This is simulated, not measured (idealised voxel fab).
Process module heading - voxel transistor to metal
This is section cut - it's 200 nm across, gridded in 5 nm square cells.
When this document writes out a cross-section, it uses a grid of square cells and lists it as bands, beginning at the top and moving down, with a band standing for one or more rows of cells. Band: top height; bottom height; in nm. Then, left to right: material with width in nm, for each material. "all across": a single material spanning edge to edge. "air": empty space. Below 0: as-received wafer, all one material; heights counted from there. Lowest band: no bottom, goes on down, written "0..down". You'd read "30..40" like this: the band's top row of cells is as wide as the first number, its bottom row is as wide as the second, and going down, every row changes width by the same amount as the row before did. You'll sometimes find "nothing was modified" written for a step, and that's the way of saying that nowhere in the cross-section did a cell change during that step. In the "Closed void entries" entry, you get each enclosed empty space of 8 cells or more, one with no open way to the top, written width x height at distance, distance from the left edge, in nm. Post-settings text on a step line: simulator's own remark regarding the step. A step's line can hold "overlay nm"; with a mask on that step, the setting says how far right of the planned place the mask lay, while a negative setting says it lay to the left. Pairs ahead. Before: cross-section ahead of one process step. After: cross-section once the step is done, shown to the lowest changed band only. Under each pair: that step, with settings. Caution: pairs may come from different runs of this module on the same starting wafer; a pair follows the pair above only where its "Pre-step condition" entry says so.
PRE-STEP CONDITION
    40..35 | air (80); SiN (5); air (5); SiCN (20); air (5); SiN (5); air (80)
    35..30 | air (80); SiN (5); SiO2 (5); SiCN (20); SiO2 (5); SiN (5); air (80)
    30..10 | air (80); SiN (5); SiO2 (5); polySi (20); SiO2 (5); SiN (5); air (80)
    10..5 | air (50); SiN (5); SiGe (25); SiN (5); SiO2 (5); polySi (20); SiO2 (5); SiN (5); SiGe (25); SiN (5); air (50)
    5..0 | SiO2 (50); SiN (5); SiGe (25); SiN (5); SiO2 (5); polySi (20); SiO2 (5); SiN (5); SiGe (25); SiN (5); SiO2 (50)
    0..-5 | SiO2 (55); SiGe (25); SiO2 (40); SiGe (25); SiO2 (55)
    -5..-35 | SiO2 (50); Si (5); SiGe (25); Si (40); SiGe (25); Si (5); SiO2 (50)
    -35..down | Si all across
    Closed void entries: none
POST-STEP APPEARANCE
    45..40 | SiO2 all across
    40..30 | SiO2 (80); SiN (5); SiO2 (5); SiCN (20); SiO2 (5); SiN (5); SiO2 (80)
    30..10 | SiO2 (80); SiN (5); SiO2 (5); polySi (20); SiO2 (5); SiN (5); SiO2 (80)
    10..0 | SiO2 (50); SiN (5); SiGe (25); SiN (5); SiO2 (5); polySi (20); SiO2 (5); SiN (5); SiGe (25); SiN (5); SiO2 (50)
    Unchanged below 0.
    Closed void entries: none
The before and after cross-sections above differ by one step: op FILL_DEP | material SiO2 | thk nm 5
Pre-step condition: as shown after the step in the preceding pair, directly above.
POST-STEP APPEARANCE
    40..30 | SiO2 (80); SiN (5); SiO2 (5); SiCN (20); SiO2 (5); SiN (5); SiO2 (80)
    Unchanged below 30.
    Closed void entries: none
The before and after cross-sections above differ by one step: op CMP | height nm 40
Pre-step condition: as shown after the step in the preceding pair, directly above.
POST-STEP APPEARANCE
    55..40 | SiO2 all across
    Unchanged below 40.
    Closed void entries: none
The before and after cross-sections above differ by one step: op DIRECTIONAL_DEP | material SiO2 | thk nm 15
Pre-step condition: as shown after the step in the preceding pair, directly above.
POST-STEP APPEARANCE
    55..40 | SiO2 (55); air (20); SiO2 (50); air (20); SiO2 (55)
    40..30 | SiO2 (55); air (20); SiO2 (5); SiN (5); SiO2 (5); SiCN (20); SiO2 (5); SiN (5); SiO2 (5); air (20); SiO2 (55)
    30..10 | SiO2 (55); air (20); SiO2 (5); SiN (5); SiO2 (5); polySi (20); SiO2 (5); SiN (5); SiO2 (5); air (20); SiO2 (55)
    Unchanged below 10.
    Closed void entries: none
The before and after cross-sections above differ by one step: op MASKED_ETCH | tone open | mask id CONTACT | width nm 20 | pitch nm 70 | etch materials SiO2 | depth nm 45 | overlay nm 0
Pre-step condition: as shown after the step in the preceding pair, directly above.
POST-STEP APPEARANCE
    60..55 | TiN (60); air (10); TiN (60); air (10); TiN (60)
    55..40 | SiO2 (55); TiN (5); air (10); TiN (5); SiO2 (50); TiN (5); air (10); TiN (5); SiO2 (55)
    40..30 | SiO2 (55); TiN (5); air (10); TiN (5); SiO2 (5); SiN (5); SiO2 (5); SiCN (20); SiO2 (5); SiN (5); SiO2 (5); TiN (5); air (10); TiN (5); SiO2 (55)
    30..15 | SiO2 (55); TiN (5); air (10); TiN (5); SiO2 (5); SiN (5); SiO2 (5); polySi (20); SiO2 (5); SiN (5); SiO2 (5); TiN (5); air (10); TiN (5); SiO2 (55)
    15..10 | SiO2 (55); TiN (20); SiO2 (5); SiN (5); SiO2 (5); polySi (20); SiO2 (5); SiN (5); SiO2 (5); TiN (20); SiO2 (55)
    Unchanged below 10.
    Closed void entries: none
The before and after cross-sections above differ by one step: op CONFORMAL_DEP | material TiN | thk nm 5
Pre-step condition: as shown after the step in the preceding pair, directly above.
POST-STEP APPEARANCE
    70..60 | W all across
    60..55 | TiN (60); W (10); TiN (60); W (10); TiN (60)
    55..40 | SiO2 (55); TiN (5); W (10); TiN (5); SiO2 (50); TiN (5); W (10); TiN (5); SiO2 (55)
    40..30 | SiO2 (55); TiN (5); W (10); TiN (5); SiO2 (5); SiN (5); SiO2 (5); SiCN (20); SiO2 (5); SiN (5); SiO2 (5); TiN (5); W (10); TiN (5); SiO2 (55)
    30..15 | SiO2 (55); TiN (5); W (10); TiN (5); SiO2 (5); SiN (5); SiO2 (5); polySi (20); SiO2 (5); SiN (5); SiO2 (5); TiN (5); W (10); TiN (5); SiO2 (55)
    Unchanged below 15.
    Closed void entries: none
The before and after cross-sections above differ by one step: op FILL_DEP | material W | thk nm 10
Pre-step condition: as shown after the step in the preceding pair, directly above.
POST-STEP APPEARANCE
    55..40 | SiO2 (55); TiN (5); W (10); TiN (5); SiO2 (50); TiN (5); W (10); TiN (5); SiO2 (55)
    Unchanged below 40.
    Closed void entries: none
The before and after cross-sections above differ by one step: op CMP | height nm 55
Pre-step condition: as shown after the step in the preceding pair, directly above.
POST-STEP APPEARANCE
    60..55 | TiN all across
    Unchanged below 55.
    Closed void entries: none
The before and after cross-sections above differ by one step: op DIRECTIONAL_DEP | material TiN | thk nm 5
Pre-step condition: as shown after the step in the preceding pair, directly above.
POST-STEP APPEARANCE
    80..60 | Ru all across
    Unchanged below 60.
    Closed void entries: none
The before and after cross-sections above differ by one step: op DIRECTIONAL_DEP | material Ru | thk nm 20
Pre-step condition: as shown after the step in the preceding pair, directly above.
POST-STEP APPEARANCE
    95..80 | aC all across
    Unchanged below 80.
    Closed void entries: none
The before and after cross-sections above differ by one step: op DIRECTIONAL_DEP | material aC | thk nm 15
Pre-step condition: as shown after the step in the preceding pair, directly above.
POST-STEP APPEARANCE
    125..95 | air (55); resist (20); air (50); resist (20); air (55)
    Unchanged below 95.
    Closed void entries: none
The before and after cross-sections above differ by one step: op PATTERN | tone cover | mask id METAL_1 | material resist | width nm 20 | pitch nm 70 | thk nm 30 | overlay nm 0
Pre-step condition: as shown after the step in the preceding pair, directly above.
POST-STEP APPEARANCE
    110..95 | air (55); resist (20); air (50); resist (20); air (55)
    95..80 | air (55); aC (20); air (50); aC (20); air (55)
    Unchanged below 80.
    Closed void entries: none
The before and after cross-sections above differ by one step: op DIRECTIONAL_ETCH | etch materials aC | depth nm 15
Pre-step condition: as shown after the step in the preceding pair, directly above.
POST-STEP APPEARANCE
    95..80 | air (55); aC (20); air (50); aC (20); air (55)
    Unchanged below 80.
    Closed void entries: none
The before and after cross-sections above differ by one step: op STRIP | etch materials resist
Pre-step condition: as shown after the step in the preceding pair, directly above.
POST-STEP APPEARANCE
    95..80 | air (55); aC (20); air (50); aC (20); air (55)
    80..60 | air (55); Ru (20); air (50); Ru (20); air (55)
    Unchanged below 60.
    Closed void entries: none
The before and after cross-sections above differ by one step: op DIRECTIONAL_ETCH | etch materials Ru | depth nm 20
Pre-step condition: as shown after the step in the preceding pair, directly above.
POST-STEP APPEARANCE
    95..80 | air (55); aC (20); air (50); aC (20); air (55)
    80..60 | air (55); Ru (20); air (50); Ru (20); air (55)
    60..55 | air (55); TiN (20); air (50); TiN (20); air (55)
    Unchanged below 55.
    Closed void entries: none
The before and after cross-sections above differ by one step: op DIRECTIONAL_ETCH | etch materials TiN | depth nm 5
Pre-step condition: as shown after the step in the preceding pair, directly above.
POST-STEP APPEARANCE
    80..60 | air (55); Ru (20); air (50); Ru (20); air (55)
    Unchanged below 60.
    Closed void entries: none
The before and after cross-sections above differ by one step: op STRIP | etch materials aC
Pre-step condition: as shown after the step in the preceding pair, directly above.
POST-STEP APPEARANCE
    90..80 | lowk all across
    80..60 | lowk (55); Ru (20); lowk (50); Ru (20); lowk (55)
    60..55 | lowk (55); TiN (20); lowk (50); TiN (20); lowk (55)
    Unchanged below 55.
    Closed void entries: none
The before and after cross-sections above differ by one step: op FILL_DEP | material lowk | thk nm 10
Pre-step condition: as shown after the step in the preceding pair, directly above.
POST-STEP APPEARANCE
    80..60 | lowk (55); Ru (20); lowk (50); Ru (20); lowk (55)
    Unchanged below 60.
    Closed void entries: none
The before and after cross-sections above differ by one step: op CMP | height nm 80
Pre-step condition: as shown after the step in the preceding pair, directly above.
POST-STEP APPEARANCE
    85..80 | SiCN all across
    Unchanged below 80.
    Closed void entries: none
The before and after cross-sections above differ by one step: op CONFORMAL_DEP | material SiCN | thk nm 5
Pre-step condition: as shown after the step in the preceding pair, directly above.
POST-STEP APPEARANCE
    115..85 | SiO2 all across
    Unchanged below 85.
    Closed void entries: none
The before and after cross-sections above differ by one step: op DIRECTIONAL_DEP | material SiO2 | thk nm 30
Pre-step condition: as shown after the step in the preceding pair, directly above.
POST-STEP APPEARANCE
    135..115 | resist (55); air (15); resist (55); air (15); resist (60)
    Unchanged below 115.
    Closed void entries: none
The before and after cross-sections above differ by one step: op PATTERN | tone open | mask id METAL_2_HOLES | material resist | width nm 15 | pitch nm 70 | thk nm 20 | overlay nm 0
Pre-step condition: as shown after the step in the preceding pair, directly above.
POST-STEP APPEARANCE
    135..115 | resist (55); air (15); resist (55); air (15); resist (60)
    115..85 | SiO2 (55); air (15); SiO2 (55); air (15); SiO2 (60)
    Unchanged below 85.
    Closed void entries: none
The before and after cross-sections above differ by one step: op DIRECTIONAL_ETCH | etch materials SiO2 | depth nm 30
Pre-step condition: as shown after the step in the preceding pair, directly above.
POST-STEP APPEARANCE
    115..85 | SiO2 (55); air (15); SiO2 (55); air (15); SiO2 (60)
    Unchanged below 85.
    Closed void entries: none
The before and after cross-sections above differ by one step: op STRIP | etch materials resist
Pre-step condition: as shown after the step in the preceding pair, directly above.
POST-STEP APPEARANCE
    130..115 | aC (55); air (15); aC (55); air (15); aC (60)
    115..100 | SiO2 (55); air (15); SiO2 (55); air (15); SiO2 (60)
    100..85 | SiO2 (55); aC (15); SiO2 (55); aC (15); SiO2 (60)
    Unchanged below 85.
    Closed void entries: none
The before and after cross-sections above differ by one step: op DIRECTIONAL_DEP | material aC | thk nm 15
Pre-step condition: as shown after the step in the preceding pair, directly above.
POST-STEP APPEARANCE
    160..130 | resist (55); air (20); resist (50); air (20); resist (55)
    Unchanged below 130.
    Closed void entries: none
The before and after cross-sections above differ by one step: op PATTERN | tone open | mask id METAL_2 | material resist | width nm 20 | pitch nm 70 | thk nm 30 | overlay nm 0
Pre-step condition: as shown after the step in the preceding pair, directly above.
POST-STEP APPEARANCE
    145..130 | resist (55); air (20); resist (50); air (20); resist (55)
    130..115 | aC (55); air (20); aC (50); air (20); aC (55)
    115..85 | SiO2 (55); air (15); SiO2 (55); air (15); SiO2 (60)
    Unchanged below 85.
    Closed void entries: none
The before and after cross-sections above differ by one step: op DIRECTIONAL_ETCH | etch materials aC | depth nm 15
Pre-step condition: as shown after the step in the preceding pair, directly above.
POST-STEP APPEARANCE
    130..115 | aC (55); air (20); aC (50); air (20); aC (55)
    Unchanged below 115.
    Closed void entries: none
The before and after cross-sections above differ by one step: op STRIP | etch materials resist
Pre-step condition: as shown after the step in the preceding pair, directly above.
POST-STEP APPEARANCE
    130..115 | aC (55); air (20); aC (50); air (20); aC (55)
    115..100 | SiO2 (55); air (20); SiO2 (50); air (20); SiO2 (55)
    Unchanged below 100.
    Closed void entries: none
The before and after cross-sections above differ by one step: op DIRECTIONAL_ETCH | etch materials SiO2 | depth nm 15
Pre-step condition: as shown after the step in the preceding pair, directly above.
POST-STEP APPEARANCE
    130..115 | aC (55); air (20); aC (50); air (20); aC (55)
    115..100 | SiO2 (55); air (20); SiO2 (50); air (20); SiO2 (55)
    100..85 | SiO2 (55); air (15); SiO2 (55); air (15); SiO2 (60)
    85..80 | SiCN (55); air (15); SiCN (55); air (15); SiCN (60)
    Unchanged below 80.
    Closed void entries: none
The before and after cross-sections above differ by one step: op DIRECTIONAL_ETCH | etch materials SiCN | depth nm 5
Pre-step condition: as shown after the step in the preceding pair, directly above.
POST-STEP APPEARANCE
    115..100 | SiO2 (55); air (20); SiO2 (50); air (20); SiO2 (55)
    Unchanged below 100.
    Closed void entries: none
The before and after cross-sections above differ by one step: op STRIP | etch materials aC
Pre-step condition: as shown after the step in the preceding pair, directly above.
POST-STEP APPEARANCE
    120..115 | TiN (60); air (10); TiN (60); air (10); TiN (60)
    115..105 | SiO2 (55); TiN (5); air (10); TiN (5); SiO2 (50); TiN (5); air (10); TiN (5); SiO2 (55)
    105..100 | SiO2 (55); TiN (5); air (5); TiN (10); SiO2 (50); TiN (5); air (5); TiN (10); SiO2 (55)
    100..85 | SiO2 (55); TiN (5); air (5); TiN (5); SiO2 (55); TiN (5); air (5); TiN (5); SiO2 (60)
    85..80 | SiCN (55); TiN (15); SiCN (55); TiN (15); SiCN (60)
    Unchanged below 80.
    Closed void entries: none
The before and after cross-sections above differ by one step: op CONFORMAL_DEP | material TiN | thk nm 5
Pre-step condition: as shown after the step in the preceding pair, directly above.
POST-STEP APPEARANCE
    130..120 | Cu all across
    120..115 | TiN (60); Cu (10); TiN (60); Cu (10); TiN (60)
    115..105 | SiO2 (55); TiN (5); Cu (10); TiN (5); SiO2 (50); TiN (5); Cu (10); TiN (5); SiO2 (55)
    105..100 | SiO2 (55); TiN (5); Cu (5); TiN (10); SiO2 (50); TiN (5); Cu (5); TiN (10); SiO2 (55)
    100..85 | SiO2 (55); TiN (5); Cu (5); TiN (5); SiO2 (55); TiN (5); Cu (5); TiN (5); SiO2 (60)
    Unchanged below 85.
    Closed void entries: none
The before and after cross-sections above differ by one step: op FILL_DEP | material Cu | thk nm 10
Pre-step condition: as shown after the step in the preceding pair, directly above.
POST-STEP APPEARANCE
    115..105 | SiO2 (55); TiN (5); Cu (10); TiN (5); SiO2 (50); TiN (5); Cu (10); TiN (5); SiO2 (55)
    Unchanged below 105.
    Closed void entries: none
The before and after cross-sections above differ by one step: op CMP | height nm 115
Pre-step condition: as shown after the step in the preceding pair, directly above.
POST-STEP APPEARANCE
    120..115 | SiN all across
    Unchanged below 115.
    Closed void entries: none
The before and after cross-sections above differ by one step: op CONFORMAL_DEP | material SiN | thk nm 5
PRE-STEP CONDITION
    20..5 | SiO2 (50); SiN (100); SiO2 (50)
    5..0 | SiO2 all across
    0..-35 | SiO2 (50); Si (100); SiO2 (50)
    -35..down | Si all across
    Closed void entries: none
POST-STEP APPEARANCE
    20..5 | SiO2 (50); air (100); SiO2 (50)
    Unchanged below 5.
    Closed void entries: none
The before and after cross-sections above differ by one step: op STRIP | etch materials SiN
Pre-step condition: as shown after the step in the preceding pair, directly above.
POST-STEP APPEARANCE
    15..0 | SiO2 (45); air (110); SiO2 (45)
    Unchanged below 0.
    Closed void entries: none
The before and after cross-sections above differ by one step: op SELECTIVE_ETCH | etch materials SiO2 | depth nm 5
Pre-step condition: as shown after the step in the preceding pair, directly above.
POST-STEP APPEARANCE
    10..0 | SiO2 (40); air (120); SiO2 (40)
    0..-5 | SiO2 (40); air (10); Si (100); air (10); SiO2 (40)
    Unchanged below -5.
    Closed void entries: none
The before and after cross-sections above differ by one step: op SELECTIVE_ETCH | etch materials SiO2 | depth nm 5
Pre-step condition: as shown after the step in the preceding pair, directly above.
POST-STEP APPEARANCE
    10..0 | SiO2 (40); air (120); SiO2 (40)
    0..-5 | SiO2 (40); air (10); SiO2 (100); air (10); SiO2 (40)
    -5..-10 | SiO2 (55); Si (90); SiO2 (55)
    Unchanged below -10.
    Closed void entries: none
The before and after cross-sections above differ by one step: op OXIDIZE | depth nm 5
Pre-step condition: as shown after the step in the preceding pair, directly above.
POST-STEP APPEARANCE
    40..30 | polySi (40); air (120); polySi (40)
    30..25 | polySi (40); air (10); polySi (100); air (10); polySi (40)
    25..10 | polySi all across
    10..0 | SiO2 (40); polySi (120); SiO2 (40)
    0..-5 | SiO2 (40); polySi (10); SiO2 (100); polySi (10); SiO2 (40)
    Unchanged below -5.
    Closed void entries: none
The before and after cross-sections above differ by one step: op DIRECTIONAL_DEP | material polySi | thk nm 30
Pre-step condition: as shown after the step in the preceding pair, directly above.
POST-STEP APPEARANCE
    50..40 | SiCN (40); air (120); SiCN (40)
    40..35 | polySi (40); air (10); SiCN (100); air (10); polySi (40)
    35..30 | polySi (40); SiCN (120); polySi (40)
    30..25 | polySi (40); SiCN (10); polySi (100); SiCN (10); polySi (40)
    Unchanged below 25.
    Closed void entries: none
The before and after cross-sections above differ by one step: op DIRECTIONAL_DEP | material SiCN | thk nm 10
Pre-step condition: as shown after the step in the preceding pair, directly above.
POST-STEP APPEARANCE
    65..50 | air (90); resist (20); air (90)
    50..40 | SiCN (40); air (50); resist (20); air (50); SiCN (40)
    Unchanged below 40.
    Closed void entries: none
The before and after cross-sections above differ by one step: op PATTERN | tone cover | mask id GATE | material resist | width nm 20 | thk nm 15 | overlay nm 0
Pre-step condition: as shown after the step in the preceding pair, directly above.
POST-STEP APPEARANCE
    65..40 | air (90); resist (20); air (90)
    40..30 | polySi (40); air (50); SiCN (20); air (50); polySi (40)
    30..25 | polySi (40); air (10); polySi (100); air (10); polySi (40)
    Unchanged below 25.
    Closed void entries: none
The before and after cross-sections above differ by one step: op DIRECTIONAL_ETCH | etch materials SiCN | depth nm 20
Pre-step condition: as shown after the step in the preceding pair, directly above.
POST-STEP APPEARANCE
    65..40 | air (90); resist (20); air (90)
    40..30 | air (90); SiCN (20); air (90)
    30..10 | air (90); polySi (20); air (90)
    10..0 | SiO2 (40); air (50); polySi (20); air (50); SiO2 (40)
    0..-5 | SiO2 (40); air (10); SiO2 (100); air (10); SiO2 (40)
    Unchanged below -5.
    Closed void entries: none
The before and after cross-sections above differ by one step: op DIRECTIONAL_ETCH | etch materials polySi | depth nm 40
Pre-step condition: as shown after the step in the preceding pair, directly above.
POST-STEP APPEARANCE
    40..30 | air (90); SiCN (20); air (90)
    Unchanged below 30.
    Closed void entries: none
The before and after cross-sections above differ by one step: op STRIP | etch materials resist
Pre-step condition: as shown after the step in the preceding pair, directly above.
POST-STEP APPEARANCE
    45..40 | air (85); SiO2 (30); air (85)
    40..30 | air (85); SiO2 (5); SiCN (20); SiO2 (5); air (85)
    30..15 | air (85); SiO2 (5); polySi (20); SiO2 (5); air (85)
    15..5 | SiO2 (45); air (40); SiO2 (5); polySi (20); SiO2 (5); air (40); SiO2 (45)
    5..0 | SiO2 (90); polySi (20); SiO2 (90)
    0..-5 | SiO2 all across
    Unchanged below -5.
    Closed void entries: none
The before and after cross-sections above differ by one step: op CONFORMAL_DEP | material SiO2 | thk nm 5
Pre-step condition: as shown after the step in the preceding pair, directly above.
POST-STEP APPEARANCE
    40..30 | air (85); SiO2 (5); SiCN (20); SiO2 (5); air (85)
    30..10 | air (85); SiO2 (5); polySi (20); SiO2 (5); air (85)
    10..0 | SiO2 (45); air (40); SiO2 (5); polySi (20); SiO2 (5); air (40); SiO2 (45)
    Unchanged below 0.
    Closed void entries: none
The before and after cross-sections above differ by one step: op DIRECTIONAL_ETCH | etch materials SiO2 | depth nm 5
Pre-step condition: as shown after the step in the preceding pair, directly above.
POST-STEP APPEARANCE
    45..40 | air (80); SiN (40); air (80)
    40..30 | air (80); SiN (5); SiO2 (5); SiCN (20); SiO2 (5); SiN (5); air (80)
    30..15 | air (80); SiN (5); SiO2 (5); polySi (20); SiO2 (5); SiN (5); air (80)
    15..10 | SiN (50); air (30); SiN (5); SiO2 (5); polySi (20); SiO2 (5); SiN (5); air (30); SiN (50)
    10..5 | SiO2 (45); SiN (5); air (30); SiN (5); SiO2 (5); polySi (20); SiO2 (5); SiN (5); air (30); SiN (5); SiO2 (45)
    5..0 | SiO2 (45); SiN (40); SiO2 (5); polySi (20); SiO2 (5); SiN (40); SiO2 (45)
    Unchanged below 0.
    Closed void entries: none
The before and after cross-sections above differ by one step: op CONFORMAL_DEP | material SiN | thk nm 5
Pre-step condition: as shown after the step in the preceding pair, directly above.
POST-STEP APPEARANCE
    40..30 | air (80); SiN (5); SiO2 (5); SiCN (20); SiO2 (5); SiN (5); air (80)
    30..10 | air (80); SiN (5); SiO2 (5); polySi (20); SiO2 (5); SiN (5); air (80)
    10..0 | SiO2 (45); SiN (5); air (30); SiN (5); SiO2 (5); polySi (20); SiO2 (5); SiN (5); air (30); SiN (5); SiO2 (45)
    Unchanged below 0.
    Closed void entries: none
The before and after cross-sections above differ by one step: op DIRECTIONAL_ETCH | etch materials SiN | depth nm 5
Pre-step condition: as shown after the step in the preceding pair, directly above.
POST-STEP APPEARANCE
    40..35 | air (80); SiN (5); air (5); SiCN (20); air (5); SiN (5); air (80)
    35..30 | air (80); SiN (5); SiO2 (5); SiCN (20); SiO2 (5); SiN (5); air (80)
    30..10 | air (80); SiN (5); SiO2 (5); polySi (20); SiO2 (5); SiN (5); air (80)
    10..5 | air (45); SiN (5); air (30); SiN (5); SiO2 (5); polySi (20); SiO2 (5); SiN (5); air (30); SiN (5); air (45)
    5..0 | SiO2 (45); SiN (5); air (30); SiN (5); SiO2 (5); polySi (20); SiO2 (5); SiN (5); air (30); SiN (5); SiO2 (45)
    0..-5 | SiO2 (50); air (30); SiO2 (40); air (30); SiO2 (50)
    Unchanged below -5.
    Closed void entries: none
The before and after cross-sections above differ by one step: op DIRECTIONAL_ETCH | etch materials SiO2 | depth nm 5
Pre-step condition: as shown after the step in the preceding pair, directly above.
POST-STEP APPEARANCE
    40..35 | air (80); SiN (5); air (5); SiCN (20); air (5); SiN (5); air (80)
    35..30 | air (80); SiN (5); SiO2 (5); SiCN (20); SiO2 (5); SiN (5); air (80)
    30..10 | air (80); SiN (5); SiO2 (5); polySi (20); SiO2 (5); SiN (5); air (80)
    10..5 | air (45); SiN (5); air (30); SiN (5); SiO2 (5); polySi (20); SiO2 (5); SiN (5); air (30); SiN (5); air (45)
    5..0 | SiO2 (45); SiN (5); air (30); SiN (5); SiO2 (5); polySi (20); SiO2 (5); SiN (5); air (30); SiN (5); SiO2 (45)
    0..-5 | SiO2 (50); air (30); SiO2 (40); air (30); SiO2 (50)
    -5..-10 | SiO2 (55); air (25); Si (40); air (25); SiO2 (55)
    -10..-20 | SiO2 (50); Si (5); air (25); Si (40); air (25); Si (5); SiO2 (50)
    Unchanged below -20.
    Closed void entries: none
The before and after cross-sections above differ by one step: op DIRECTIONAL_ETCH | etch materials Si | depth nm 15
Pre-step condition: as shown after the step in the preceding pair, directly above.
POST-STEP APPEARANCE
    40..35 | air (80); SiN (5); air (5); SiCN (20); air (5); SiN (5); air (80)
    35..30 | air (80); SiN (5); SiO2 (5); SiCN (20); SiO2 (5); SiN (5); air (80)
    30..10 | air (80); SiN (5); SiO2 (5); polySi (20); SiO2 (5); SiN (5); air (80)
    10..5 | air (45); SiN (5); air (15); SiGe (15); SiN (5); SiO2 (5); polySi (20); SiO2 (5); SiN (5); SiGe (15); air (15); SiN (5); air (45)
    5..0 | SiO2 (45); SiN (5); SiGe (30); SiN (5); SiO2 (5); polySi (20); SiO2 (5); SiN (5); SiGe (30); SiN (5); SiO2 (45)
    0..-5 | SiO2 (50); SiGe (30); SiO2 (40); SiGe (30); SiO2 (50)
    -5..-10 | SiO2 (55); SiGe (25); Si (40); SiGe (25); SiO2 (55)
    -10..-20 | SiO2 (50); Si (5); SiGe (25); Si (40); SiGe (25); Si (5); SiO2 (50)
    Unchanged below -20.
    Closed void entries: none
The before and after cross-sections above differ by one step: op EPI | material SiGe | thk nm 15
Pre-step condition: as shown after the step in the preceding pair, directly above.
POST-STEP APPEARANCE
    45..40 | SiO2 all across
    40..30 | SiO2 (80); SiN (5); SiO2 (5); SiCN (20); SiO2 (5); SiN (5); SiO2 (80)
    30..10 | SiO2 (80); SiN (5); SiO2 (5); polySi (20); SiO2 (5); SiN (5); SiO2 (80)
    10..5 | SiO2 (45); SiN (5); SiO2 (15); SiGe (15); SiN (5); SiO2 (5); polySi (20); SiO2 (5); SiN (5); SiGe (15); SiO2 (15); SiN (5); SiO2 (45)
    Unchanged below 5.
    Closed void entries: none
The before and after cross-sections above differ by one step: op FILL_DEP | material SiO2 | thk nm 5
Pre-step condition: as shown after the step in the preceding pair, directly above.
POST-STEP APPEARANCE
    40..30 | SiO2 (80); SiN (5); SiO2 (5); SiCN (20); SiO2 (5); SiN (5); SiO2 (80)
    Unchanged below 30.
    Closed void entries: none
The before and after cross-sections above differ by one step: op CMP | height nm 40
Pre-step condition: as shown after the step in the preceding pair, directly above.
POST-STEP APPEARANCE
    55..40 | SiO2 all across
    Unchanged below 40.
    Closed void entries: none
The before and after cross-sections above differ by one step: op DIRECTIONAL_DEP | material SiO2 | thk nm 15
Pre-step condition: as shown after the step in the preceding pair, directly above.
POST-STEP APPEARANCE
    55..40 | SiO2 (55); air (20); SiO2 (50); air (20); SiO2 (55)
    40..30 | SiO2 (55); air (20); SiO2 (5); SiN (5); SiO2 (5); SiCN (20); SiO2 (5); SiN (5); SiO2 (5); air (20); SiO2 (55)
    30..10 | SiO2 (55); air (20); SiO2 (5); SiN (5); SiO2 (5); polySi (20); SiO2 (5); SiN (5); SiO2 (5); air (20); SiO2 (55)
    Unchanged below 10.
    Closed void entries: none
The before and after cross-sections above differ by one step: op MASKED_ETCH | tone open | mask id CONTACT | width nm 20 | pitch nm 70 | etch materials SiO2 | depth nm 45 | overlay nm 0
Pre-step condition: as shown after the step in the preceding pair, directly above.
POST-STEP APPEARANCE
    60..55 | TiN (60); air (10); TiN (60); air (10); TiN (60)
    55..40 | SiO2 (55); TiN (5); air (10); TiN (5); SiO2 (50); TiN (5); air (10); TiN (5); SiO2 (55)
    40..30 | SiO2 (55); TiN (5); air (10); TiN (5); SiO2 (5); SiN (5); SiO2 (5); SiCN (20); SiO2 (5); SiN (5); SiO2 (5); TiN (5); air (10); TiN (5); SiO2 (55)
    30..15 | SiO2 (55); TiN (5); air (10); TiN (5); SiO2 (5); SiN (5); SiO2 (5); polySi (20); SiO2 (5); SiN (5); SiO2 (5); TiN (5); air (10); TiN (5); SiO2 (55)
    15..10 | SiO2 (55); TiN (20); SiO2 (5); SiN (5); SiO2 (5); polySi (20); SiO2 (5); SiN (5); SiO2 (5); TiN (20); SiO2 (55)
    Unchanged below 10.
    Closed void entries: none
The before and after cross-sections above differ by one step: op CONFORMAL_DEP | material TiN | thk nm 5
Pre-step condition: as shown after the step in the preceding pair, directly above.
POST-STEP APPEARANCE
    70..60 | W all across
    60..55 | TiN (60); W (10); TiN (60); W (10); TiN (60)
    55..40 | SiO2 (55); TiN (5); W (10); TiN (5); SiO2 (50); TiN (5); W (10); TiN (5); SiO2 (55)
    40..30 | SiO2 (55); TiN (5); W (10); TiN (5); SiO2 (5); SiN (5); SiO2 (5); SiCN (20); SiO2 (5); SiN (5); SiO2 (5); TiN (5); W (10); TiN (5); SiO2 (55)
    30..15 | SiO2 (55); TiN (5); W (10); TiN (5); SiO2 (5); SiN (5); SiO2 (5); polySi (20); SiO2 (5); SiN (5); SiO2 (5); TiN (5); W (10); TiN (5); SiO2 (55)
    Unchanged below 15.
    Closed void entries: none
The before and after cross-sections above differ by one step: op FILL_DEP | material W | thk nm 10
Pre-step condition: as shown after the step in the preceding pair, directly above.
POST-STEP APPEARANCE
    55..40 | SiO2 (55); TiN (5); W (10); TiN (5); SiO2 (50); TiN (5); W (10); TiN (5); SiO2 (55)
    Unchanged below 40.
    Closed void entries: none
The before and after cross-sections above differ by one step: op CMP | height nm 55
Pre-step condition: as shown after the step in the preceding pair, directly above.
POST-STEP APPEARANCE
    60..55 | TiN all across
    Unchanged below 55.
    Closed void entries: none
The before and after cross-sections above differ by one step: op DIRECTIONAL_DEP | material TiN | thk nm 5
Pre-step condition: as shown after the step in the preceding pair, directly above.
POST-STEP APPEARANCE
    80..60 | Ru all across
    Unchanged below 60.
    Closed void entries: none
The before and after cross-sections above differ by one step: op DIRECTIONAL_DEP | material Ru | thk nm 20
Pre-step condition: as shown after the step in the preceding pair, directly above.
POST-STEP APPEARANCE
    95..80 | aC all across
    Unchanged below 80.
    Closed void entries: none
The before and after cross-sections above differ by one step: op DIRECTIONAL_DEP | material aC | thk nm 15
Pre-step condition: as shown after the step in the preceding pair, directly above.
POST-STEP APPEARANCE
    125..95 | air (55); resist (20); air (50); resist (20); air (55)
    Unchanged below 95.
    Closed void entries: none
The before and after cross-sections above differ by one step: op PATTERN | tone cover | mask id METAL_1 | material resist | width nm 20 | pitch nm 70 | thk nm 30 | overlay nm 0
Pre-step condition: as shown after the step in the preceding pair, directly above.
POST-STEP APPEARANCE
    110..95 | air (55); resist (20); air (50); resist (20); air (55)
    95..80 | air (55); aC (20); air (50); aC (20); air (55)
    Unchanged below 80.
    Closed void entries: none
The before and after cross-sections above differ by one step: op DIRECTIONAL_ETCH | etch materials aC | depth nm 15
Pre-step condition: as shown after the step in the preceding pair, directly above.
POST-STEP APPEARANCE
    95..80 | air (55); aC (20); air (50); aC (20); air (55)
    Unchanged below 80.
    Closed void entries: none
The before and after cross-sections above differ by one step: op STRIP | etch materials resist
Pre-step condition: as shown after the step in the preceding pair, directly above.
POST-STEP APPEARANCE
    95..80 | air (55); aC (20); air (50); aC (20); air (55)
    80..60 | air (55); Ru (20); air (50); Ru (20); air (55)
    Unchanged below 60.
    Closed void entries: none
The before and after cross-sections above differ by one step: op DIRECTIONAL_ETCH | etch materials Ru | depth nm 20
